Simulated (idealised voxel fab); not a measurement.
process module | voxel transistor to metal
cross-section cut | 165 nm wide | cells 5 nm
A cross-section is a grid of square cells, given in bands from the top down. A band is one or more rows of cells.
Each band's line starts with the height of the band's top and of its bottom, in nm. Then come its materials from left to right, each with its width in nm. One material with "throughout" fills the band from edge to edge. "air" is empty space.
Height 0 is the level under which the wafer as received is all one material. The lowest band goes on downwards, as in "0 down".
A width such as "30 to 40" changes by the same amount from each row of cells to the next, from the band's top row to its bottom row.
"no change" after a step means that no cell of the cross-section changed.
closed voids: empty space of 8 cells or more with no open way to the top, each as width x height at its distance from the left edge, in nm
after a step's settings: what the simulator itself notes on the step
overlay nm, on a step with a mask: how far to the right of its planned place the mask lay; to the left if negative
plan
1 op RECEIVE | material Si
2 op OXIDIZE | depth nm 5
3 op CONFORMAL_DEP | material SiN | thk nm 15
4 op MASKED_ETCH | tone cover | mask id ACTIVE | width nm 105 | etch materials SiN | depth nm 15 | overlay nm 0
5 op MASKED_ETCH | tone cover | mask id ACTIVE | width nm 105 | etch materials SiO2 | depth nm 5 | overlay nm 0
6 op MASKED_ETCH | tone cover | mask id ACTIVE | width nm 105 | etch materials Si | depth nm 35 | overlay nm 0
7 op FILL_DEP | material SiO2 | thk nm 10
8 op CMP | height nm 15
9 op SELECTIVE_ETCH | etch materials SiO2 | depth nm 15
10 op STRIP | etch materials SiN
11 op SELECTIVE_ETCH | etch materials SiO2 | depth nm 5
12 op OXIDIZE | depth nm 5
13 op DIRECTIONAL_DEP | material polySi | thk nm 20
14 op DIRECTIONAL_DEP | material SiCN | thk nm 15
15 op PATTERN | tone cover | mask id GATE | material resist | width nm 15 | thk nm 15 | overlay nm 0
16 op DIRECTIONAL_ETCH | etch materials SiCN | depth nm 25
17 op DIRECTIONAL_ETCH | etch materials polySi | depth nm 30
18 op STRIP | etch materials resist
19 op CONFORMAL_DEP | material SiN | thk nm 5
20 op DIRECTIONAL_ETCH | etch materials SiN | depth nm 5
21 op DIRECTIONAL_ETCH | etch materials SiO2 | depth nm 5
22 op DIRECTIONAL_ETCH | etch materials Si | depth nm 15
23 op EPI | material SiGe | thk nm 15
24 op FILL_DEP | material SiO2 | thk nm 5
25 op CMP | height nm 30
26 op DIRECTIONAL_DEP | material SiO2 | thk nm 10
27 op DIRECTIONAL_DEP | material aC | thk nm 10
28 op PATTERN | tone open | mask id CONTACT | material resist | width nm 20 | pitch nm 75 | thk nm 25 | overlay nm 0
29 op DIRECTIONAL_ETCH | etch materials aC | depth nm 10
30 op STRIP | etch materials resist
31 op DIRECTIONAL_ETCH | etch materials SiO2 | depth nm 50
32 op STRIP | etch materials aC
33 op CONFORMAL_DEP | material TiN | thk nm 5
34 op FILL_DEP | material Ru | thk nm 5
35 op CMP | height nm 40
36 op DIRECTIONAL_DEP | material TiN | thk nm 5
37 op DIRECTIONAL_DEP | material Ru | thk nm 25
38 op PATTERN | tone cover | mask id METAL_1 | material resist | width nm 20 | pitch nm 75 | thk nm 15 | overlay nm 0
39 op DIRECTIONAL_ETCH | etch materials Ru | depth nm 25
40 op DIRECTIONAL_ETCH | etch materials TiN | depth nm 5
41 op STRIP | etch materials resist
42 op CONFORMAL_DEP | material SiCN | thk nm 5
43 op FILL_DEP | material SiO2 | thk nm 10
44 op CMP | height nm 70
45 op CONFORMAL_DEP | material SiN | thk nm 5
as received, after step 1
  0 down: Si throughout
  closed voids: none
first wafer at the end, as planned
  75 to 70: SiN throughout
  70 to 45: SiO2 30 | SiCN 5 | Ru 20 | SiCN 5 | SiO2 45 | SiCN 5 | Ru 20 | SiCN 5 | SiO2 30
  45 to 40: SiCN 35 | TiN 20 | SiCN 55 | TiN 20 | SiCN 35
  40 to 30: SiO2 35 | TiN 5 | Ru 10 | TiN 5 | SiO2 55 | TiN 5 | Ru 10 | TiN 5 | SiO2 35
  30 to 15: SiO2 35 | TiN 5 | Ru 10 | TiN 5 | SiO2 15 | SiN 5 | SiCN 15 | SiN 5 | SiO2 15 | TiN 5 | Ru 10 | TiN 5 | SiO2 35
  15 to 5: SiO2 35 | TiN 5 | Ru 10 | TiN 5 | SiO2 15 | SiN 5 | polySi 15 | SiN 5 | SiO2 15 | TiN 5 | Ru 10 | TiN 5 | SiO2 35
  5 to -5: SiO2 35 | TiN 5 | Ru 10 | TiN 5 | SiGe 15 | SiN 5 | polySi 15 | SiN 5 | SiGe 15 | TiN 5 | Ru 10 | TiN 5 | SiO2 35
  -5 to -10: SiO2 35 | TiN 20 | SiGe 15 | SiO2 25 | SiGe 15 | TiN 20 | SiO2 35
  -10 to -25: SiO2 30 | SiGe 40 | Si 25 | SiGe 40 | SiO2 30
  -25 to -40: SiO2 30 | Si 105 | SiO2 30
  -40 down: Si throughout
  closed voids: none
second wafer at the end: like start, like plan, one mistake
  75 to 70: SiN throughout
  70 to 45: SiO2 30 | SiCN 5 | Ru 20 | SiCN 5 | SiO2 45 | SiCN 5 | Ru 20 | SiCN 5 | SiO2 30
  45 to 40: SiCN 35 | TiN 20 | SiCN 55 | TiN 20 | SiCN 35
  40 to 30: SiO2 35 | TiN 5 | Ru 10 | TiN 5 | SiO2 55 | TiN 5 | Ru 10 | TiN 5 | SiO2 35
  30 to 15: SiO2 35 | TiN 5 | Ru 10 | TiN 5 | SiO2 15 | SiN 5 | SiCN 15 | SiN 5 | SiO2 15 | TiN 5 | Ru 10 | TiN 5 | SiO2 35
  15 to 5: SiO2 35 | TiN 5 | Ru 10 | TiN 5 | SiO2 15 | SiN 5 | polySi 15 | SiN 5 | SiO2 15 | TiN 5 | Ru 10 | TiN 5 | SiO2 35
  5 to -5: SiO2 35 | TiN 5 | Ru 10 | TiN 5 | SiGe 15 | SiN 5 | polySi 15 | SiN 5 | SiGe 15 | TiN 5 | Ru 10 | TiN 5 | SiO2 35
  -5 to -10: SiO2 10 | SiN 5 | SiO2 10 | SiN 5 | SiO2 5 | TiN 20 | SiGe 15 | SiO2 25 | SiGe 15 | TiN 20 | SiO2 5 | SiN 5 | SiO2 10 | SiN 5 | SiO2 10
  -10 to -20: SiO2 10 | SiN 5 | SiO2 10 | SiN 5 | SiO2 5 | SiGe 35 | Si 25 | SiGe 35 | SiO2 5 | SiN 5 | SiO2 10 | SiN 5 | SiO2 10
  -20 to -25: SiO2 35 | SiGe 35 | Si 25 | SiGe 35 | SiO2 35
  -25 to -40: SiO2 30 | Si 105 | SiO2 30
  -40 down: Si throughout
  closed voids: none
what went wrong: steps 9 and 10 were swapped
at the end the second wafer has, in cells: 6 fewer of SiGe | 12 more of SiN | 6 fewer of SiO2
